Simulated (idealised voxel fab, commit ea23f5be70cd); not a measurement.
Documented hereafter: the process module known as voxel transistor to metal.
This is section cut - it's 150 nm across, gridded in 5 nm square cells.
A cross-section in this document is a grid of square cells, and it is written down as bands, the top band listed before the ones below it; a band is made up of one or more rows of cells. Band entry format. Leading values: height of top, height of bottom, nm. Remainder: materials in left-to-right order, each with its width in nm. Special words: "everywhere" on a single material, which then fills the band edge to edge; "air", empty space. Convention: height 0 is the level below which the wafer, as received, is all one material. The lowest band does not terminate at the bottom but continues downward, represented as "z 0 and below". With a width like "30..40", each row of cells in the band differs from the next by the same amount, the top row carrying the first number and the bottom row the second. Step note "left unchanged" = no cross-section cell changed. Voids not open to the top, 8 cells minimum: see "Closed void register". Written width x height at distance; distance is from the left edge; nm. Heads up: the bit after the settings on a step's line is the simulator's remark on that step. The optional step-line setting "overlay nm" applies to steps with a mask and quantifies how far to the right of its planned location the mask lay, a negative value indicating leftward placement.

## So here's the lineup of process steps we planned
| 1 | RECEIVE | material Si |
| 2 | OXIDIZE | depth nm 5 |
| 3 | CONFORMAL_DEP | material SiN | thk nm 15 |
| 4 | MASKED_ETCH | tone cover | mask id ACTIVE | width nm 105 | etch materials SiN | depth nm 15 | overlay nm 0 |
| 5 | MASKED_ETCH | tone cover | mask id ACTIVE | width nm 105 | etch materials SiO2 | depth nm 5 | overlay nm 0 |
| 6 | MASKED_ETCH | tone cover | mask id ACTIVE | width nm 105 | etch materials Si | depth nm 35 | overlay nm 0 |
| 7 | OXIDIZE | depth nm 5 |
| 8 | FILL_DEP | material SiO2 | thk nm 5 |
| 9 | CMP | height nm 15 |
| 10 | SELECTIVE_ETCH | etch materials SiO2 | depth nm 10 |
| 11 | STRIP | etch materials SiN |
| 12 | SELECTIVE_ETCH | etch materials SiO2 | depth nm 5 |
| 13 | OXIDIZE | depth nm 5 |
| 14 | DIRECTIONAL_DEP | material polySi | thk nm 20 |
| 15 | DIRECTIONAL_DEP | material SiCN | thk nm 10 |
| 16 | MASKED_ETCH | tone cover | mask id GATE | width nm 25 | etch materials SiCN | depth nm 20 | overlay nm 0 |
| 17 | MASKED_ETCH | tone cover | mask id GATE | width nm 25 | etch materials polySi | depth nm 30 | overlay nm 0 |
| 18 | CONFORMAL_DEP | material SiN | thk nm 10 |
| 19 | DIRECTIONAL_ETCH | etch materials SiN | depth nm 10 |
| 20 | DIRECTIONAL_ETCH | etch materials SiO2 | depth nm 5 |
| 21 | DIRECTIONAL_ETCH | etch materials Si | depth nm 15 |
| 22 | EPI | material nSi | thk nm 15 |
| 23 | FILL_DEP | material SiO2 | thk nm 10 |
| 24 | CMP | height nm 25 |
| 25 | DIRECTIONAL_DEP | material SiO2 | thk nm 15 |
| 26 | PATTERN | tone open | mask id CONTACT | material resist | width nm 15 | pitch nm 80 | thk nm 15 | overlay nm 0 |
| 27 | DIRECTIONAL_ETCH | etch materials SiO2 | depth nm 50 |
| 28 | STRIP | etch materials resist |
| 29 | CONFORMAL_DEP | material TiN | thk nm 5 |
| 30 | FILL_DEP | material W | thk nm 10 |
| 31 | CMP | height nm 40 |
| 32 | CONFORMAL_DEP | material SiN | thk nm 5 |
| 33 | DIRECTIONAL_DEP | material lowk | thk nm 25 |
| 34 | DIRECTIONAL_DEP | material aC | thk nm 10 |
| 35 | PATTERN | tone open | mask id METAL_1 | material resist | width nm 15 | pitch nm 80 | thk nm 25 | overlay nm 0 |
| 36 | DIRECTIONAL_ETCH | etch materials aC | depth nm 10 |
| 37 | STRIP | etch materials resist |
| 38 | DIRECTIONAL_ETCH | etch materials lowk | depth nm 25 |
| 39 | DIRECTIONAL_ETCH | etch materials SiN | depth nm 5 |
| 40 | STRIP | etch materials aC |
| 41 | CONFORMAL_DEP | material TiN | thk nm 5 |
| 42 | FILL_DEP | material Cu | thk nm 5 |
| 43 | CMP | height nm 70 |
| 44 | CONFORMAL_DEP | material SiN | thk nm 5 |

## First out of two wafers; run went to plan

## So this is the incoming wafer in cross-section - it's already been through step 1
    z 0 and below = Si everywhere
    Closed void register: none

## Step 2 complete: cross-section through the wafer
    z 0 to -5 = SiO2 everywhere
    Below a height of -5, the structure has not been altered.

## Step 3 complete: cross-section through the wafer
    z 15 to 0 = SiN everywhere
    Below a height of 0, the structure has not been altered.

## Step 4 complete: cross-section through the wafer
    z 15 to 0 = air 20 nm, then SiN 105 nm, then air 25 nm
    Below a height of 0, the structure has not been altered.

## Step 5 complete: cross-section through the wafer
    z 15 to 0 = air 20 nm, then SiN 105 nm, then air 25 nm
    z 0 to -5 = air 20 nm, then SiO2 105 nm, then air 25 nm
    Below a height of -5, the structure has not been altered.

## Step 6 complete: cross-section through the wafer
    z 15 to 0 = air 20 nm, then SiN 105 nm, then air 25 nm
    z 0 to -5 = air 20 nm, then SiO2 105 nm, then air 25 nm
    z -5 to -40 = air 20 nm, then Si 105 nm, then air 25 nm
    Below a height of -40, the structure has not been altered.

## Step 7 complete: cross-section through the wafer
    z 15 to 0 = air 20 nm, then SiN 105 nm, then air 25 nm
    z 0 to -5 = air 20 nm, then SiO2 105 nm, then air 25 nm
    z -5 to -40 = air 20 nm, then SiO2 5 nm, then Si 95 nm, then SiO2 5 nm, then air 25 nm
    z -40 to -45 = SiO2 25 nm, then Si 95 nm, then SiO2 30 nm
    Below a height of -45, the structure has not been altered.

## Step 8 complete: cross-section through the wafer
    z 20 to 15 = SiO2 everywhere
    z 15 to 0 = SiO2 20 nm, then SiN 105 nm, then SiO2 25 nm
    z 0 to -5 = SiO2 everywhere
    z -5 to -45 = SiO2 25 nm, then Si 95 nm, then SiO2 30 nm
    Below a height of -45, the structure has not been altered.

## Step 9 complete: cross-section through the wafer
    z 15 to 0 = SiO2 20 nm, then SiN 105 nm, then SiO2 25 nm
    Below a height of 0, the structure has not been altered.

## Step 10 complete: cross-section through the wafer
    z 15 to 5 = air 20 nm, then SiN 105 nm, then air 25 nm
    Below a height of 5, the structure has not been altered.

## Step 11 complete: cross-section through the wafer
    z 5 to 0 = SiO2 20 nm, then air 105 nm, then SiO2 25 nm
    Below a height of 0, the structure has not been altered.

## Step 12 complete: cross-section through the wafer
    z 0 to -5 = SiO2 15 nm, then air 115 nm, then SiO2 20 nm
    Below a height of -5, the structure has not been altered.

## Step 13 complete: cross-section through the wafer
    z 0 to -5 = SiO2 15 nm, then air 115 nm, then SiO2 20 nm
    z -5 to -10 = SiO2 everywhere
    Below a height of -10, the structure has not been altered.

## Step 14 complete: cross-section through the wafer
    z 20 to 15 = polySi 15 nm, then air 115 nm, then polySi 20 nm
    z 15 to 0 = polySi everywhere
    z 0 to -5 = SiO2 15 nm, then polySi 115 nm, then SiO2 20 nm
    Below a height of -5, the structure has not been altered.

## Step 15 complete: cross-section through the wafer
    z 30 to 25 = SiCN 15 nm, then air 115 nm, then SiCN 20 nm
    z 25 to 20 = SiCN everywhere
    z 20 to 15 = polySi 15 nm, then SiCN 115 nm, then polySi 20 nm
    Below a height of 15, the structure has not been altered.

## Step 16 complete: cross-section through the wafer
    z 25 to 20 = air 60 nm, then SiCN 25 nm, then air 65 nm
    z 20 to 15 = polySi 15 nm, then air 45 nm, then SiCN 25 nm, then air 45 nm, then polySi 20 nm
    Below a height of 15, the structure has not been altered.

## Step 17 complete: cross-section through the wafer
    z 25 to 15 = air 60 nm, then SiCN 25 nm, then air 65 nm
    z 15 to 0 = air 60 nm, then polySi 25 nm, then air 65 nm
    z 0 to -5 = SiO2 15 nm, then air 45 nm, then polySi 25 nm, then air 45 nm, then SiO2 20 nm
    Below a height of -5, the structure has not been altered.

## Step 18 complete: cross-section through the wafer
    z 35 to 25 = air 50 nm, then SiN 45 nm, then air 55 nm
    z 25 to 15 = air 50 nm, then SiN 10 nm, then SiCN 25 nm, then SiN 10 nm, then air 55 nm
    z 15 to 10 = air 50 nm, then SiN 10 nm, then polySi 25 nm, then SiN 10 nm, then air 55 nm
    z 10 to 5 = SiN 25 nm, then air 25 nm, then SiN 10 nm, then polySi 25 nm, then SiN 10 nm, then air 25 nm, then SiN 30 nm
    z 5 to 0 = SiN 60 nm, then polySi 25 nm, then SiN 65 nm
    z 0 to -5 = SiO2 15 nm, then SiN 45 nm, then polySi 25 nm, then SiN 45 nm, then SiO2 20 nm
    Below a height of -5, the structure has not been altered.

## Step 19 complete: cross-section through the wafer
    z 25 to 15 = air 50 nm, then SiN 10 nm, then SiCN 25 nm, then SiN 10 nm, then air 55 nm
    z 15 to 0 = air 50 nm, then SiN 10 nm, then polySi 25 nm, then SiN 10 nm, then air 55 nm
    z 0 to -5 = SiO2 15 nm, then SiN 10 nm, then air 25 nm, then SiN 10 nm, then polySi 25 nm, then SiN 10 nm, then air 25 nm, then SiN 10 nm, then SiO2 20 nm
    Below a height of -5, the structure has not been altered.

## Step 20 complete: cross-section through the wafer
    z 25 to 15 = air 50 nm, then SiN 10 nm, then SiCN 25 nm, then SiN 10 nm, then air 55 nm
    z 15 to 0 = air 50 nm, then SiN 10 nm, then polySi 25 nm, then SiN 10 nm, then air 55 nm
    z 0 to -5 = air 15 nm, then SiN 10 nm, then air 25 nm, then SiN 10 nm, then polySi 25 nm, then SiN 10 nm, then air 25 nm, then SiN 10 nm, then air 20 nm
    z -5 to -10 = SiO2 25 nm, then air 25 nm, then SiO2 45 nm, then air 25 nm, then SiO2 30 nm
    Below a height of -10, the structure has not been altered.

## Step 21 complete: cross-section through the wafer
    z 25 to 15 = air 50 nm, then SiN 10 nm, then SiCN 25 nm, then SiN 10 nm, then air 55 nm
    z 15 to 0 = air 50 nm, then SiN 10 nm, then polySi 25 nm, then SiN 10 nm, then air 55 nm
    z 0 to -5 = air 15 nm, then SiN 10 nm, then air 25 nm, then SiN 10 nm, then polySi 25 nm, then SiN 10 nm, then air 25 nm, then SiN 10 nm, then air 20 nm
    z -5 to -10 = SiO2 25 nm, then air 25 nm, then SiO2 45 nm, then air 25 nm, then SiO2 30 nm
    z -10 to -25 = SiO2 25 nm, then air 25 nm, then Si 45 nm, then air 25 nm, then SiO2 30 nm
    Below a height of -25, the structure has not been altered.

## Step 22 complete: cross-section through the wafer
    z 25 to 15 = air 50 nm, then SiN 10 nm, then SiCN 25 nm, then SiN 10 nm, then air 55 nm
    z 15 to 5 = air 50 nm, then SiN 10 nm, then polySi 25 nm, then SiN 10 nm, then air 55 nm
    z 5 to 0 = air 35 nm, then nSi 15 nm, then SiN 10 nm, then polySi 25 nm, then SiN 10 nm, then nSi 15 nm, then air 40 nm
    z 0 to -5 = air 15 nm, then SiN 10 nm, then air 10 nm, then nSi 15 nm, then SiN 10 nm, then polySi 25 nm, then SiN 10 nm, then nSi 15 nm, then air 10 nm, then SiN 10 nm, then air 20 nm
    z -5 to -10 = SiO2 25 nm, then air 10 nm, then nSi 15 nm, then SiO2 45 nm, then nSi 15 nm, then air 10 nm, then SiO2 30 nm
    z -10 to -25 = SiO2 25 nm, then nSi 25 nm, then Si 45 nm, then nSi 25 nm, then SiO2 30 nm
    Below a height of -25, the structure has not been altered.

## Step 23 complete: cross-section through the wafer
    z 35 to 25 = SiO2 everywhere
    z 25 to 15 = SiO2 50 nm, then SiN 10 nm, then SiCN 25 nm, then SiN 10 nm, then SiO2 55 nm
    z 15 to 5 = SiO2 50 nm, then SiN 10 nm, then polySi 25 nm, then SiN 10 nm, then SiO2 55 nm
    z 5 to 0 = SiO2 35 nm, then nSi 15 nm, then SiN 10 nm, then polySi 25 nm, then SiN 10 nm, then nSi 15 nm, then SiO2 40 nm
    z 0 to -5 = SiO2 15 nm, then SiN 10 nm, then SiO2 10 nm, then nSi 15 nm, then SiN 10 nm, then polySi 25 nm, then SiN 10 nm, then nSi 15 nm, then SiO2 10 nm, then SiN 10 nm, then SiO2 20 nm
    z -5 to -10 = SiO2 35 nm, then nSi 15 nm, then SiO2 45 nm, then nSi 15 nm, then SiO2 40 nm
    Below a height of -10, the structure has not been altered.

## Step 24 complete: cross-section through the wafer
    z 25 to 15 = SiO2 50 nm, then SiN 10 nm, then SiCN 25 nm, then SiN 10 nm, then SiO2 55 nm
    Below a height of 15, the structure has not been altered.

## Step 25 complete: cross-section through the wafer
    z 40 to 25 = SiO2 everywhere
    Below a height of 25, the structure has not been altered.

## Step 26 complete: cross-section through the wafer
    z 55 to 40 = resist 25 nm, then air 15 nm, then resist 65 nm, then air 15 nm, then resist 30 nm
    Below a height of 40, the structure has not been altered.

## Step 27 complete: cross-section through the wafer
    z 55 to 40 = resist 25 nm, then air 15 nm, then resist 65 nm, then air 15 nm, then resist 30 nm
    z 40 to 25 = SiO2 25 nm, then air 15 nm, then SiO2 65 nm, then air 15 nm, then SiO2 30 nm
    z 25 to 15 = SiO2 25 nm, then air 15 nm, then SiO2 10 nm, then SiN 10 nm, then SiCN 25 nm, then SiN 10 nm, then SiO2 10 nm, then air 15 nm, then SiO2 30 nm
    z 15 to 5 = SiO2 25 nm, then air 15 nm, then SiO2 10 nm, then SiN 10 nm, then polySi 25 nm, then SiN 10 nm, then SiO2 10 nm, then air 15 nm, then SiO2 30 nm
    z 5 to 0 = SiO2 25 nm, then air 10 nm, then nSi 15 nm, then SiN 10 nm, then polySi 25 nm, then SiN 10 nm, then nSi 15 nm, then air 10 nm, then SiO2 30 nm
    z 0 to -5 = SiO2 15 nm, then SiN 10 nm, then air 10 nm, then nSi 15 nm, then SiN 10 nm, then polySi 25 nm, then SiN 10 nm, then nSi 15 nm, then air 10 nm, then SiN 10 nm, then SiO2 20 nm
    z -5 to -10 = SiO2 25 nm, then air 10 nm, then nSi 15 nm, then SiO2 45 nm, then nSi 15 nm, then air 10 nm, then SiO2 30 nm
    Below a height of -10, the structure has not been altered.

## Step 28 complete: cross-section through the wafer
    z 40 to 25 = SiO2 25 nm, then air 15 nm, then SiO2 65 nm, then air 15 nm, then SiO2 30 nm
    Below a height of 25, the structure has not been altered.

## Step 29 complete: cross-section through the wafer
    z 45 to 40 = TiN 30 nm, then air 5 nm, then TiN 75 nm, then air 5 nm, then TiN 35 nm
    z 40 to 25 = SiO2 25 nm, then TiN 5 nm, then air 5 nm, then TiN 5 nm, then SiO2 65 nm, then TiN 5 nm, then air 5 nm, then TiN 5 nm, then SiO2 30 nm
    z 25 to 15 = SiO2 25 nm, then TiN 5 nm, then air 5 nm, then TiN 5 nm, then SiO2 10 nm, then SiN 10 nm, then SiCN 25 nm, then SiN 10 nm, then SiO2 10 nm, then TiN 5 nm, then air 5 nm, then TiN 5 nm, then SiO2 30 nm
    z 15 to 10 = SiO2 25 nm, then TiN 5 nm, then air 5 nm, then TiN 5 nm, then SiO2 10 nm, then SiN 10 nm, then polySi 25 nm, then SiN 10 nm, then SiO2 10 nm, then TiN 5 nm, then air 5 nm, then TiN 5 nm, then SiO2 30 nm
    z 10 to 5 = SiO2 25 nm, then TiN 15 nm, then SiO2 10 nm, then SiN 10 nm, then polySi 25 nm, then SiN 10 nm, then SiO2 10 nm, then TiN 15 nm, then SiO2 30 nm
    z 5 to 0 = SiO2 25 nm, then TiN 10 nm, then nSi 15 nm, then SiN 10 nm, then polySi 25 nm, then SiN 10 nm, then nSi 15 nm, then TiN 10 nm, then SiO2 30 nm
    z 0 to -5 = SiO2 15 nm, then SiN 10 nm, then TiN 10 nm, then nSi 15 nm, then SiN 10 nm, then polySi 25 nm, then SiN 10 nm, then nSi 15 nm, then TiN 10 nm, then SiN 10 nm, then SiO2 20 nm
    z -5 to -10 = SiO2 25 nm, then TiN 10 nm, then nSi 15 nm, then SiO2 45 nm, then nSi 15 nm, then TiN 10 nm, then SiO2 30 nm
    Below a height of -10, the structure has not been altered.

## Step 30 complete: cross-section through the wafer
    z 55 to 45 = W everywhere
    z 45 to 40 = TiN 30 nm, then W 5 nm, then TiN 75 nm, then W 5 nm, then TiN 35 nm
    z 40 to 25 = SiO2 25 nm, then TiN 5 nm, then W 5 nm, then TiN 5 nm, then SiO2 65 nm, then TiN 5 nm, then W 5 nm, then TiN 5 nm, then SiO2 30 nm
    z 25 to 15 = SiO2 25 nm, then TiN 5 nm, then W 5 nm, then TiN 5 nm, then SiO2 10 nm, then SiN 10 nm, then SiCN 25 nm, then SiN 10 nm, then SiO2 10 nm, then TiN 5 nm, then W 5 nm, then TiN 5 nm, then SiO2 30 nm
    z 15 to 10 = SiO2 25 nm, then TiN 5 nm, then W 5 nm, then TiN 5 nm, then SiO2 10 nm, then SiN 10 nm, then polySi 25 nm, then SiN 10 nm, then SiO2 10 nm, then TiN 5 nm, then W 5 nm, then TiN 5 nm, then SiO2 30 nm
    Below a height of 10, the structure has not been altered.

## Step 31 complete: cross-section through the wafer
    z 40 to 25 = SiO2 25 nm, then TiN 5 nm, then W 5 nm, then TiN 5 nm, then SiO2 65 nm, then TiN 5 nm, then W 5 nm, then TiN 5 nm, then SiO2 30 nm
    Below a height of 25, the structure has not been altered.

## Step 32 complete: cross-section through the wafer
    z 45 to 40 = SiN everywhere
    Below a height of 40, the structure has not been altered.

## Step 33 complete: cross-section through the wafer
    z 70 to 45 = lowk everywhere
    Below a height of 45, the structure has not been altered.

## Step 34 complete: cross-section through the wafer
    z 80 to 70 = aC everywhere
    Below a height of 70, the structure has not been altered.

## Step 35 complete: cross-section through the wafer
    z 105 to 80 = resist 25 nm, then air 15 nm, then resist 65 nm, then air 15 nm, then resist 30 nm
    Below a height of 80, the structure has not been altered.

## Step 36 complete: cross-section through the wafer
    z 95 to 80 = resist 25 nm, then air 15 nm, then resist 65 nm, then air 15 nm, then resist 30 nm
    z 80 to 70 = aC 25 nm, then air 15 nm, then aC 65 nm, then air 15 nm, then aC 30 nm
    Below a height of 70, the structure has not been altered.

## Step 37 complete: cross-section through the wafer
    z 80 to 70 = aC 25 nm, then air 15 nm, then aC 65 nm, then air 15 nm, then aC 30 nm
    Below a height of 70, the structure has not been altered.

## Step 38 complete: cross-section through the wafer
    z 80 to 70 = aC 25 nm, then air 15 nm, then aC 65 nm, then air 15 nm, then aC 30 nm
    z 70 to 45 = lowk 25 nm, then air 15 nm, then lowk 65 nm, then air 15 nm, then lowk 30 nm
    Below a height of 45, the structure has not been altered.

## Step 39 complete: cross-section through the wafer
    z 80 to 70 = aC 25 nm, then air 15 nm, then aC 65 nm, then air 15 nm, then aC 30 nm
    z 70 to 45 = lowk 25 nm, then air 15 nm, then lowk 65 nm, then air 15 nm, then lowk 30 nm
    z 45 to 40 = SiN 25 nm, then air 15 nm, then SiN 65 nm, then air 15 nm, then SiN 30 nm
    Below a height of 40, the structure has not been altered.

## Step 40 complete: cross-section through the wafer
    z 70 to 45 = lowk 25 nm, then air 15 nm, then lowk 65 nm, then air 15 nm, then lowk 30 nm
    Below a height of 45, the structure has not been altered.

## Step 41 complete: cross-section through the wafer
    z 75 to 70 = TiN 30 nm, then air 5 nm, then TiN 75 nm, then air 5 nm, then TiN 35 nm
    z 70 to 45 = lowk 25 nm, then TiN 5 nm, then air 5 nm, then TiN 5 nm, then lowk 65 nm, then TiN 5 nm, then air 5 nm, then TiN 5 nm, then lowk 30 nm
    z 45 to 40 = SiN 25 nm, then TiN 15 nm, then SiN 65 nm, then TiN 15 nm, then SiN 30 nm
    Below a height of 40, the structure has not been altered.

## Step 42 complete: cross-section through the wafer
    z 80 to 75 = Cu everywhere
    z 75 to 70 = TiN 30 nm, then Cu 5 nm, then TiN 75 nm, then Cu 5 nm, then TiN 35 nm
    z 70 to 45 = lowk 25 nm, then TiN 5 nm, then Cu 5 nm, then TiN 5 nm, then lowk 65 nm, then TiN 5 nm, then Cu 5 nm, then TiN 5 nm, then lowk 30 nm
    Below a height of 45, the structure has not been altered.

## Step 43 complete: cross-section through the wafer
    z 70 to 45 = lowk 25 nm, then TiN 5 nm, then Cu 5 nm, then TiN 5 nm, then lowk 65 nm, then TiN 5 nm, then Cu 5 nm, then TiN 5 nm, then lowk 30 nm
    Below a height of 45, the structure has not been altered.

## Step 44 complete: cross-section through the wafer
    z 75 to 70 = SiN everywhere
    Below a height of 70, the structure has not been altered.

## Now the other wafer: same start, same recipe, but we messed up one thing when running it. Up to and including step 25 it's the same as the first one

## Second wafer, section view, time point: scheduled end of step 26
    z 55 to 40 = air 25 nm, then resist 15 nm, then air 65 nm, then resist 15 nm, then air 30 nm
    Below a height of 40, the structure has not been altered.

## Second wafer, section view, time point: scheduled end of step 27
    z 55 to 40 = air 25 nm, then resist 15 nm, then air 65 nm, then resist 15 nm, then air 30 nm
    z 40 to 25 = air 25 nm, then SiO2 15 nm, then air 65 nm, then SiO2 15 nm, then air 30 nm
    z 25 to 15 = air 25 nm, then SiO2 15 nm, then air 10 nm, then SiN 10 nm, then SiCN 25 nm, then SiN 10 nm, then air 10 nm, then SiO2 15 nm, then air 30 nm
    z 15 to 5 = air 25 nm, then SiO2 15 nm, then air 10 nm, then SiN 10 nm, then polySi 25 nm, then SiN 10 nm, then air 10 nm, then SiO2 15 nm, then air 30 nm
    z 5 to 0 = air 25 nm, then SiO2 10 nm, then nSi 15 nm, then SiN 10 nm, then polySi 25 nm, then SiN 10 nm, then nSi 15 nm, then SiO2 10 nm, then air 30 nm
    z 0 to -5 = air 15 nm, then SiN 10 nm, then SiO2 10 nm, then nSi 15 nm, then SiN 10 nm, then polySi 25 nm, then SiN 10 nm, then nSi 15 nm, then SiO2 10 nm, then SiN 10 nm, then air 20 nm
    z -5 to -10 = air 15 nm, then SiO2 20 nm, then nSi 15 nm, then SiO2 45 nm, then nSi 15 nm, then SiO2 20 nm, then air 20 nm
    Below a height of -10, the structure has not been altered.

## Second wafer, section view, time point: scheduled end of step 28
    z 40 to 25 = air 25 nm, then SiO2 15 nm, then air 65 nm, then SiO2 15 nm, then air 30 nm
    Below a height of 25, the structure has not been altered.

## Second wafer, section view, time point: scheduled end of step 29
    z 45 to 40 = air 20 nm, then TiN 25 nm, then air 55 nm, then TiN 25 nm, then air 25 nm
    z 40 to 30 = air 20 nm, then TiN 5 nm, then SiO2 15 nm, then TiN 5 nm, then air 55 nm, then TiN 5 nm, then SiO2 15 nm, then TiN 5 nm, then air 25 nm
    z 30 to 25 = air 20 nm, then TiN 5 nm, then SiO2 15 nm, then TiN 65 nm, then SiO2 15 nm, then TiN 5 nm, then air 25 nm
    z 25 to 15 = air 20 nm, then TiN 5 nm, then SiO2 15 nm, then TiN 10 nm, then SiN 10 nm, then SiCN 25 nm, then SiN 10 nm, then TiN 10 nm, then SiO2 15 nm, then TiN 5 nm, then air 25 nm
    z 15 to 5 = air 20 nm, then TiN 5 nm, then SiO2 15 nm, then TiN 10 nm, then SiN 10 nm, then polySi 25 nm, then SiN 10 nm, then TiN 10 nm, then SiO2 15 nm, then TiN 5 nm, then air 25 nm
    z 5 to 0 = air 10 nm, then TiN 15 nm, then SiO2 10 nm, then nSi 15 nm, then SiN 10 nm, then polySi 25 nm, then SiN 10 nm, then nSi 15 nm, then SiO2 10 nm, then TiN 15 nm, then air 15 nm
    z 0 to -5 = air 10 nm, then TiN 5 nm, then SiN 10 nm, then SiO2 10 nm, then nSi 15 nm, then SiN 10 nm, then polySi 25 nm, then SiN 10 nm, then nSi 15 nm, then SiO2 10 nm, then SiN 10 nm, then TiN 5 nm, then air 15 nm
    z -5 to -10 = TiN 15 nm, then SiO2 20 nm, then nSi 15 nm, then SiO2 45 nm, then nSi 15 nm, then SiO2 20 nm, then TiN 20 nm
    Below a height of -10, the structure has not been altered.

## Second wafer, section view, time point: scheduled end of step 30
    z 55 to 45 = W everywhere
    z 45 to 40 = W 20 nm, then TiN 25 nm, then W 55 nm, then TiN 25 nm, then W 25 nm
    z 40 to 30 = W 20 nm, then TiN 5 nm, then SiO2 15 nm, then TiN 5 nm, then W 55 nm, then TiN 5 nm, then SiO2 15 nm, then TiN 5 nm, then W 25 nm
    z 30 to 25 = W 20 nm, then TiN 5 nm, then SiO2 15 nm, then TiN 65 nm, then SiO2 15 nm, then TiN 5 nm, then W 25 nm
    z 25 to 15 = W 20 nm, then TiN 5 nm, then SiO2 15 nm, then TiN 10 nm, then SiN 10 nm, then SiCN 25 nm, then SiN 10 nm, then TiN 10 nm, then SiO2 15 nm, then TiN 5 nm, then W 25 nm
    z 15 to 5 = W 20 nm, then TiN 5 nm, then SiO2 15 nm, then TiN 10 nm, then SiN 10 nm, then polySi 25 nm, then SiN 10 nm, then TiN 10 nm, then SiO2 15 nm, then TiN 5 nm, then W 25 nm
    z 5 to 0 = W 10 nm, then TiN 15 nm, then SiO2 10 nm, then nSi 15 nm, then SiN 10 nm, then polySi 25 nm, then SiN 10 nm, then nSi 15 nm, then SiO2 10 nm, then TiN 15 nm, then W 15 nm
    z 0 to -5 = W 10 nm, then TiN 5 nm, then SiN 10 nm, then SiO2 10 nm, then nSi 15 nm, then SiN 10 nm, then polySi 25 nm, then SiN 10 nm, then nSi 15 nm, then SiO2 10 nm, then SiN 10 nm, then TiN 5 nm, then W 15 nm
    Below a height of -5, the structure has not been altered.

## Second wafer, section view, time point: scheduled end of step 31
    z 40 to 30 = W 20 nm, then TiN 5 nm, then SiO2 15 nm, then TiN 5 nm, then W 55 nm, then TiN 5 nm, then SiO2 15 nm, then TiN 5 nm, then W 25 nm
    Below a height of 30, the structure has not been altered.

## Second wafer, section view, time point: scheduled end of step 32
    z 45 to 40 = SiN everywhere
    Below a height of 40, the structure has not been altered.

## Second wafer, section view, time point: scheduled end of step 33
    z 70 to 45 = lowk everywhere
    Below a height of 45, the structure has not been altered.

## Second wafer, section view, time point: scheduled end of step 34
    z 80 to 70 = aC everywhere
    Below a height of 70, the structure has not been altered.

## Second wafer, section view, time point: scheduled end of step 35
    z 105 to 80 = resist 25 nm, then air 15 nm, then resist 65 nm, then air 15 nm, then resist 30 nm
    Below a height of 80, the structure has not been altered.

## Second wafer, section view, time point: scheduled end of step 36
    z 95 to 80 = resist 25 nm, then air 15 nm, then resist 65 nm, then air 15 nm, then resist 30 nm
    z 80 to 70 = aC 25 nm, then air 15 nm, then aC 65 nm, then air 15 nm, then aC 30 nm
    Below a height of 70, the structure has not been altered.

## Second wafer, section view, time point: scheduled end of step 37
    z 80 to 70 = aC 25 nm, then air 15 nm, then aC 65 nm, then air 15 nm, then aC 30 nm
    Below a height of 70, the structure has not been altered.

## Second wafer, section view, time point: scheduled end of step 38
    z 80 to 70 = aC 25 nm, then air 15 nm, then aC 65 nm, then air 15 nm, then aC 30 nm
    z 70 to 45 = lowk 25 nm, then air 15 nm, then lowk 65 nm, then air 15 nm, then lowk 30 nm
    Below a height of 45, the structure has not been altered.

## Second wafer, section view, time point: scheduled end of step 39
    z 80 to 70 = aC 25 nm, then air 15 nm, then aC 65 nm, then air 15 nm, then aC 30 nm
    z 70 to 45 = lowk 25 nm, then air 15 nm, then lowk 65 nm, then air 15 nm, then lowk 30 nm
    z 45 to 40 = SiN 25 nm, then air 15 nm, then SiN 65 nm, then air 15 nm, then SiN 30 nm
    Below a height of 40, the structure has not been altered.

## Second wafer, section view, time point: scheduled end of step 40
    z 70 to 45 = lowk 25 nm, then air 15 nm, then lowk 65 nm, then air 15 nm, then lowk 30 nm
    Below a height of 45, the structure has not been altered.

## Second wafer, section view, time point: scheduled end of step 41
    z 75 to 70 = TiN 30 nm, then air 5 nm, then TiN 75 nm, then air 5 nm, then TiN 35 nm
    z 70 to 45 = lowk 25 nm, then TiN 5 nm, then air 5 nm, then TiN 5 nm, then lowk 65 nm, then TiN 5 nm, then air 5 nm, then TiN 5 nm, then lowk 30 nm
    z 45 to 40 = SiN 25 nm, then TiN 15 nm, then SiN 65 nm, then TiN 15 nm, then SiN 30 nm
    Below a height of 40, the structure has not been altered.

## Second wafer, section view, time point: scheduled end of step 42
    z 80 to 75 = Cu everywhere
    z 75 to 70 = TiN 30 nm, then Cu 5 nm, then TiN 75 nm, then Cu 5 nm, then TiN 35 nm
    z 70 to 45 = lowk 25 nm, then TiN 5 nm, then Cu 5 nm, then TiN 5 nm, then lowk 65 nm, then TiN 5 nm, then Cu 5 nm, then TiN 5 nm, then lowk 30 nm
    Below a height of 45, the structure has not been altered.

## Second wafer, section view, time point: scheduled end of step 43
    z 70 to 45 = lowk 25 nm, then TiN 5 nm, then Cu 5 nm, then TiN 5 nm, then lowk 65 nm, then TiN 5 nm, then Cu 5 nm, then TiN 5 nm, then lowk 30 nm
    Below a height of 45, the structure has not been altered.

## Second wafer, section view, time point: scheduled end of step 44
    z 75 to 70 = SiN everywhere
    Below a height of 70, the structure has not been altered.
Which mistake was made when the wafer was run? the process deviated at step 26: the operation and settings actually run there were PATTERN | tone cover | mask id CONTACT | material resist | width nm 15 | pitch nm 80 | thk nm 15 | overlay nm 0
At the finish, the second wafer shows more or fewer cells for some materials than the first does: SiO2: 103 fewer; TiN: 20 more; W: 83 more
